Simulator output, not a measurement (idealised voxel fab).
process module | voxel transistor to metal
cross-section cut | 285 nm wide | cells 5 nm
A cross-section is a grid of square cells, given in bands from the top down. A band is one or more rows of cells.
Each band's line starts with the height of the band's top and of its bottom, in nm. Then come its materials from left to right, each with its width in nm. One material with "throughout" fills the band from edge to edge. "air" is empty space.
Height 0 is the level under which the wafer as received is all one material. The lowest band goes on downwards, as in "0 down".
A width such as "30 to 40" changes by the same amount from each row of cells to the next, from the band's top row to its bottom row.
"no change" after a step means that no cell of the cross-section changed.
closed voids: empty space of 8 cells or more with no open way to the top, each as width x height at its distance from the left edge, in nm
after a step's settings: what the simulator itself notes on the step
overlay nm, on a step with a mask: how far to the right of its planned place the mask lay; to the left if negative
plan
1 op RECEIVE | material Si
2 op CONFORMAL_DEP | material SiO2 | thk nm 5
3 op CONFORMAL_DEP | material SiN | thk nm 10
4 op MASKED_ETCH | tone cover | mask id ACTIVE | width nm 95 | pitch nm 125 | etch materials SiN | depth nm 10 | overlay nm 0
5 op MASKED_ETCH | tone cover | mask id ACTIVE | width nm 95 | pitch nm 125 | etch materials SiO2 | depth nm 5 | overlay nm 0
6 op MASKED_ETCH | tone cover | mask id ACTIVE | width nm 95 | pitch nm 125 | etch materials Si | depth nm 35 | overlay nm 0
7 op FILL_DEP | material SiO2 | thk nm 10
8 op CMP | height nm 15
9 op SELECTIVE_ETCH | etch materials SiO2 | depth nm 5
10 op STRIP | etch materials SiN
11 op SELECTIVE_ETCH | etch materials SiO2 | depth nm 5
12 op OXIDIZE | depth nm 5
13 op DIRECTIONAL_DEP | material polySi | thk nm 20
14 op DIRECTIONAL_DEP | material SiCN | thk nm 10
15 op PATTERN | tone cover | mask id GATE | material resist | width nm 25 | pitch nm 125 | thk nm 20 | overlay nm 0
16 op DIRECTIONAL_ETCH | etch materials SiCN | depth nm 20
17 op DIRECTIONAL_ETCH | etch materials polySi | depth nm 30
18 op STRIP | etch materials resist
19 op CONFORMAL_DEP | material SiN | thk nm 10
20 op DIRECTIONAL_ETCH | etch materials SiN | depth nm 10
21 op DIRECTIONAL_ETCH | etch materials SiO2 | depth nm 5
22 op DIRECTIONAL_ETCH | etch materials Si | depth nm 5
23 op EPI | material SiGe | thk nm 10
24 op FILL_DEP | material SiO2 | thk nm 5
25 op CMP | height nm 30
26 op DIRECTIONAL_DEP | material SiO2 | thk nm 10
27 op MASKED_ETCH | tone open | mask id CONTACT | width nm 15 | etch materials SiO2 | depth nm 35 | overlay nm 0
28 op CONFORMAL_DEP | material TiN | thk nm 5
29 op FILL_DEP | material Ru | thk nm 5
30 op CMP | height nm 40
31 op DIRECTIONAL_DEP | material TiN | thk nm 5
32 op DIRECTIONAL_DEP | material Ru | thk nm 25
33 op MASKED_ETCH | tone cover | mask id METAL_1 | width nm 15 | etch materials Ru | depth nm 25 | overlay nm 0
34 op MASKED_ETCH | tone cover | mask id METAL_1 | width nm 15 | etch materials TiN | depth nm 5 | overlay nm 0
35 op FILL_DEP | material lowk | thk nm 10
36 op CMP | height nm 70
37 op CONFORMAL_DEP | material SiN | thk nm 5
as received, after step 1
  0 down: Si throughout
  closed voids: none
a wafer at the end: this start, this plan, one mistake
  75 to 70: SiN throughout
  70 to 45: lowk 35 | Ru 15 | lowk 55 | Ru 15 | lowk 40 | Ru 15 | lowk 55 | Ru 15 | lowk 40
  45 to 40: lowk 35 | TiN 15 | lowk 55 | TiN 15 | lowk 40 | TiN 15 | lowk 55 | TiN 15 | lowk 40
  40 to 30: SiO2 35 | TiN 5 | Ru 5 | TiN 5 | SiO2 55 | TiN 5 | Ru 5 | TiN 5 | SiO2 40 | TiN 5 | Ru 5 | TiN 5 | SiO2 55 | TiN 5 | Ru 5 | TiN 5 | SiO2 40
  30 to 25: SiO2 35 | TiN 5 | Ru 5 | TiN 5 | SiO2 5 | SiN 10 | SiO2 25 | SiN 10 | SiO2 5 | TiN 5 | Ru 5 | TiN 5 | SiO2 40 | TiN 5 | Ru 5 | TiN 5 | SiO2 5 | SiN 10 | SiO2 25 | SiN 10 | SiO2 5 | TiN 5 | Ru 5 | TiN 5 | SiO2 40
  25 to 20: SiO2 35 | TiN 5 | Ru 5 | TiN 5 | SiO2 5 | SiN 10 | SiCN 25 | SiN 10 | SiO2 5 | TiN 5 | Ru 5 | TiN 5 | SiO2 40 | TiN 5 | Ru 5 | TiN 5 | SiO2 5 | SiN 10 | SiCN 25 | SiN 10 | SiO2 5 | TiN 5 | Ru 5 | TiN 5 | SiO2 40
  20 to 10: SiO2 35 | TiN 5 | Ru 5 | TiN 5 | SiO2 5 | SiN 10 | polySi 25 | SiN 10 | SiO2 5 | TiN 5 | Ru 5 | TiN 5 | SiO2 40 | TiN 5 | Ru 5 | TiN 5 | SiO2 5 | SiN 10 | polySi 25 | SiN 10 | SiO2 5 | TiN 5 | Ru 5 | TiN 5 | SiO2 40
  10 to 5: SiO2 35 | TiN 15 | SiO2 5 | SiN 10 | polySi 25 | SiN 10 | SiO2 5 | TiN 15 | SiO2 40 | TiN 15 | SiO2 5 | SiN 10 | polySi 25 | SiN 10 | SiO2 5 | TiN 15 | SiO2 40
  5 to 0: SiO2 25 | SiN 10 | SiO2 20 | SiN 10 | polySi 25 | SiN 10 | SiO2 20 | SiN 10 | SiO2 20 | SiN 10 | SiO2 20 | SiN 10 | polySi 25 | SiN 10 | SiO2 20 | SiN 10 | SiO2 30
  0 to -5: SiO2 throughout
  -5 to -35: SiO2 30 | Si 95 | SiO2 30 | Si 95 | SiO2 35
  -35 down: Si throughout
  closed voids: none
what went wrong: step 21 ran as: op DIRECTIONAL_ETCH | etch materials SiCN | depth nm 5
